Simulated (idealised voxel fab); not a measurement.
process module | voxel self aligned contacts
In the cross-section labelled cut, the width is 155 nm and each square cell is 5 nm.
Cross-section layout: square cells on a grid; listed as bands, top to bottom; a band spans one or more cell rows. For a band, the entry starts with two heights in nm, that of the top and then that of the bottom, and carries on with the band's materials in order from left to right, each alongside its width in nm; the word "full width" beside a single material means it fills the band edge to edge, and "empty" means empty space. Note: height 0 marks the level under which the wafer is uniformly one material as received. Lowest band unbounded below, written "0 and below". The two numbers in a width such as "30..40" mark its ends across the band: the first belongs to the top row of cells, the second to the bottom row, and from each row to the next the width moves by the same amount. "nothing different" means the step left every cell of the cross-section as it was. Entry "Catalogued sealed voids" = empty spaces >= 8 cells with no open way to the top; each as width x height at distance, distance from left edge, all nm. Formally, on a step line, whatever follows the settings is a remark that the simulator itself makes on the step. Each step line may optionally specify "overlay nm", which for a step with a mask gives the rightward distance between the mask's planned place and where it lay, a negative value indicating the leftward direction.
[plan]
1 RECEIVE, material Si
2 OXIDIZE, depth nm 5
3 DIRECTIONAL_DEP, material polySi, thk nm 30
4 DIRECTIONAL_DEP, material SiN, thk nm 15
5 PATTERN, tone cover, mask id GATE, material resist, width nm 25, pitch nm 50, thk nm 15, overlay nm 0
6 DIRECTIONAL_ETCH, etch materials SiN, depth nm 15
7 DIRECTIONAL_ETCH, etch materials polySi, depth nm 30
8 STRIP, etch materials resist
9 CONFORMAL_DEP, material SiN, thk nm 5
10 DIRECTIONAL_ETCH, etch materials SiN, depth nm 5
11 FILL_DEP, material SiO2, thk nm 15
12 CMP, height nm 50
13 PATTERN, tone open, mask id CONTACT, material resist, width nm 35, thk nm 20, overlay nm 0
14 DIRECTIONAL_ETCH, etch materials SiO2, depth nm 55
15 STRIP, etch materials resist
16 CONFORMAL_DEP, material TiN, thk nm 5
17 FILL_DEP, material Ru, thk nm 10
18 CMP, height nm 50
19 CONFORMAL_DEP, material SiCN, thk nm 5
[Cross-section of the wafer upon arrival, representing the state reached after step 1]
- 0 and below = Si full width
- Catalogued sealed voids: none
[End-of-module XS, first of two wafers, run as planned]
- 55 down to 50 = SiCN full width
- 50 down to 45 = 60 SiO2 | 15 TiN | 5 Ru | 15 TiN | 60 SiO2
- 45 down to 30 = 35 SiO2 | 35 SiN | 5 TiN | 5 Ru | 5 TiN | 35 SiN | 35 SiO2
- 30 down to 0 = 35 SiO2 | 5 SiN | 25 polySi | 5 SiN | 5 TiN | 5 Ru | 5 TiN | 5 SiN | 25 polySi | 5 SiN | 35 SiO2
- 0 down to -5 = 70 SiO2 | 15 TiN | 70 SiO2
- -5 and below = Si full width
- Catalogued sealed voids: none
[Wafer two, sectioned after the module: the first wafer's start, the first wafer's plan, and one mistake in how it was run]
- 55 down to 50 = SiCN full width
- 50 down to 45 = 35 SiO2 | 35 SiN | 15 TiN | 35 SiN | 35 SiO2
- 45 down to 30 = SiN full width
- 30 down to 0 = polySi full width
- 0 down to -5 = SiO2 full width
- -5 and below = Si full width
- Catalogued sealed voids: none
Finding, execution versus plan: plan step 4 was twice executed
Bottom line after processing is that, in cells, the second wafer is up or down on some materials versus the first: -10 Ru, +41 SiN, -133 SiO2, -24 TiN, +126 polySi
